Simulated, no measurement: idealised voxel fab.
The process module presented herein is designated voxel spacer lines.
220 nm wide, 5 nm square cells: that's cross-section cut.
Notation: cross-section as square-cell grid; stated in bands, top first, going down; one or more cell rows per band. A band entry consists of two parts. The first gives the height of the band's top and the height of its bottom, in nm. The rest lists the band's materials from left to right, each with its width in nm. A single material labelled with the word "throughout" fills the band from edge to edge, and the word "blank" marks empty space. Heights from 0 (as-received wafer is one material below). Bottom band endless downward, as "0 and below". Width spec "30..40" -> top row of cells at first value, bottom row at second value, equal per-row change in between. "stayed the same" after a step means that no cell of the cross-section changed. Listed in "Closed internal voids": every empty space of 8 or more cells without an open way to the top. Form: width x height at distance, the distance being from the left edge, all in nm. Formally, on a step line, whatever follows the settings is a remark that the simulator itself makes on the step. overlay nm: for a step with a mask, the amount by which the mask lay right of where it was planned; a negative amount means left of it.
[List of planned process steps]
1,RECEIVE (material Si)
2,CONFORMAL_DEP (material Al2O3; thk nm 5)
3,DIRECTIONAL_DEP (material TiN; thk nm 15)
4,DIRECTIONAL_DEP (material aC; thk nm 25)
5,PATTERN (tone cover; mask id MANDREL; material resist; width nm 20; pitch nm 70; thk nm 35; overlay nm 0)
6,DIRECTIONAL_ETCH (etch materials aC; depth nm 25)
7,STRIP (etch materials resist)
8,CONFORMAL_DEP (material SiO2; thk nm 15)
9,DIRECTIONAL_ETCH (etch materials SiO2; depth nm 15)
10,STRIP (etch materials aC)
11,DIRECTIONAL_ETCH (etch materials TiN; depth nm 15)
12,STRIP (etch materials SiO2)
13,FILL_DEP (material lowk; thk nm 10)
14,CMP (height nm 20)
[As received (post step 1): cross-section]
	0 and below | Si throughout
	Closed internal voids: none
[Sectioned view, first of two wafers, at the close of the module, processed as intended in the plan]
	20 down to 5 | 15 of lowk, 15 of TiN, 20 of lowk, 15 of TiN, 20 of lowk, 15 of TiN, 20 of lowk, 15 of TiN, 20 of lowk, 15 of TiN, 20 of lowk, 15 of TiN, 15 of lowk
	5 down to 0 | Al2O3 throughout
	0 and below | Si throughout
	Closed internal voids: none
[Wafer two, end of module, cross-section. Same start, same plan as wafer one. One mistake in the run]
	10 down to 5 | 15 of lowk, 15 of TiN, 20 of lowk, 15 of TiN, 20 of lowk, 15 of TiN, 20 of lowk, 15 of TiN, 20 of lowk, 15 of TiN, 20 of lowk, 15 of TiN, 15 of lowk
	5 down to 0 | Al2O3 throughout
	0 and below | Si throughout
	Closed internal voids: none
Diagnosis: step 14 off recipe, ran as CMP (height nm 10)
Heads up, by the end the second wafer has more or fewer cells of some materials compared to the first: TiN: 36 fewer; lowk: 52 fewer
